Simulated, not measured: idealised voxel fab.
process module | voxel gate over fins
cross-section cut | 210 nm wide | cells 5 nm
A cross-section is a grid of square cells, given in bands from the top down. A band is one or more rows of cells.
Each band's line starts with the height of the band's top and of its bottom, in nm. Then come its materials from left to right, each with its width in nm. One material with "throughout" fills the band from edge to edge. "air" is empty space.
Height 0 is the level under which the wafer as received is all one material. The lowest band goes on downwards, as in "0 down".
A width such as "30 to 40" changes by the same amount from each row of cells to the next, from the band's top row to its bottom row.
"no change" after a step means that no cell of the cross-section changed.
closed voids: empty space of 8 cells or more with no open way to the top, each as width x height at its distance from the left edge, in nm
after a step's settings: what the simulator itself notes on the step
overlay nm, on a step with a mask: how far to the right of its planned place the mask lay; to the left if negative
plan
1 op RECEIVE | material Si
2 op CONFORMAL_DEP | material SiN | thk nm 5
3 op MASKED_ETCH | tone cover | mask id FINS | width nm 15 | pitch nm 45 | etch materials SiN | depth nm 5 | overlay nm 0
4 op MASKED_ETCH | tone cover | mask id FINS | width nm 15 | pitch nm 45 | etch materials Si | depth nm 30 | overlay nm -15
5 op FILL_DEP | material SiO2 | thk nm 5
6 op CMP | height nm 5
7 op SELECTIVE_ETCH | etch materials SiO2 | depth nm 15
8 op STRIP | etch materials SiN
9 op CONFORMAL_DEP | material HfO2 | thk nm 5
10 op CONFORMAL_DEP | material TiN | thk nm 5
11 op FILL_DEP | material W | thk nm 10
12 op CMP | height nm 15
13 op CONFORMAL_DEP | material SiCN | thk nm 10
varied across the wafers: overlay nm of step 4. The plan shows the first wafer's value. All wafers start alike
first wafer as received, after step 1
  0 down: Si throughout
  closed voids: none
each wafer at the end: cells of each material gained (+) or lost (-) since it was received, then its closed voids
overlay nm -15 | +58 HfO2 | -108 Si | +84 SiCN | +72 SiO2 | +52 TiN | +52 W | closed voids: none
overlay nm -10 | +58 HfO2 | -132 Si | +84 SiCN | +88 SiO2 | +58 TiN | +54 W | closed voids: none
overlay nm -5 | +58 HfO2 | -156 Si | +84 SiCN | +104 SiO2 | +58 TiN | +62 W | closed voids: none
overlay nm 0 | +58 HfO2 | -180 Si | +84 SiCN | +120 SiO2 | +58 TiN | +70 W | closed voids: none
overlay nm 5 | +58 HfO2 | -156 Si | +84 SiCN | +104 SiO2 | +58 TiN | +62 W | closed voids: none
overlay nm 10 | +58 HfO2 | -132 Si | +84 SiCN | +88 SiO2 | +58 TiN | +54 W | closed voids: none
overlay nm 15 | +58 HfO2 | -108 Si | +84 SiCN | +72 SiO2 | +52 TiN | +52 W | closed voids: none
